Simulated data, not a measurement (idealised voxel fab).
The document below concerns the process module designated voxel quadruple lines.
Square cells of 5 nm make up the cross-section cut, whose width is 285 nm.
This document writes a cross-section as a grid whose cells are square, and gives it as bands, listed from the top down; one or more rows of cells form a band.
Heads up on the band format: heights come first, top then bottom, in nm. After that it's the materials left to right, each with its width in nm. A single material flagged "all across" fills the whole band edge to edge, and "air" means there's empty space there.
Where do heights start? At 0: under that level the wafer as delivered is made of one material only. And the lowest band has no floor; it just carries on downward, as in "z 0 and below".
Per-row width for "30..40": begins at first number (top row of band), ends at second number (bottom row), increment between rows held constant.
"same as before" for a step: no cell of the cross-section changed in that step.
Listed in "Sealed voids": every empty space of 8 or more cells without an open way to the top. Form: width x height at distance, the distance being from the left edge, all in nm.
That trailing text on a step's line, after the settings, is the simulator's own remark on the step.
Among the settings permitted on a step's line is "overlay nm"; applied to a step with a mask, it specifies the extent to which the mask lay to the right of its planned position, whereas a negative figure signifies a position to the left.

[plan]
1: RECEIVE (material Si)
2: CONFORMAL_DEP (material SiO2; thk nm 10)
3: DIRECTIONAL_DEP (material TiN; thk nm 10)
4: DIRECTIONAL_DEP (material polySi; thk nm 15)
5: DIRECTIONAL_DEP (material aC; thk nm 25)
6: PATTERN (tone cover; mask id MANDREL; material resist; width nm 25; thk nm 35; overlay nm 0)
7: DIRECTIONAL_ETCH (etch materials aC; depth nm 25)
8: STRIP (etch materials resist)
9: CONFORMAL_DEP (material SiO2; thk nm 15)
10: DIRECTIONAL_ETCH (etch materials SiO2; depth nm 15)
11: STRIP (etch materials aC)
12: DIRECTIONAL_ETCH (etch materials polySi; depth nm 15)
13: STRIP (etch materials SiO2)
14: CONFORMAL_DEP (material SiN; thk nm 5)
15: DIRECTIONAL_ETCH (etch materials SiN; depth nm 5)
16: STRIP (etch materials polySi)
17: DIRECTIONAL_ETCH (etch materials TiN; depth nm 10)
18: STRIP (etch materials SiN)

[Cross-section of the wafer upon arrival, representing the state reached after step 1]
> z 0 and below | Si all across
> Sealed voids: none

[Run as planned - first of the two wafers cross-sectioned at the end of the module]
> z 20 to 10 | air: 110 | TiN: 5 | air: 15 | TiN: 5 | air: 15 | TiN: 5 | air: 15 | TiN: 5 | air: 110
> z 10 to 0 | SiO2 all across
> z 0 and below | Si all across
> Sealed voids: none

[Wafer two cross-section, module end. Start and plan unchanged from wafer one; one mistake made during the run]
> z 20 to 10 | air: 110 | TiN: 5 | air: 15 | TiN: 5 | air: 15 | TiN: 5 | air: 15 | TiN: 5 | air: 110
> z 10 to 0 | TiN all across
> z 0 and below | Si all across
> Sealed voids: none
Which mistake was made when the wafer was run? contrary to plan, step 2 was performed as CONFORMAL_DEP (material TiN; thk nm 10)
Count the cells at the end and the second wafer has more or fewer of some materials than the first: 114 fewer of SiO2, 114 more of TiN
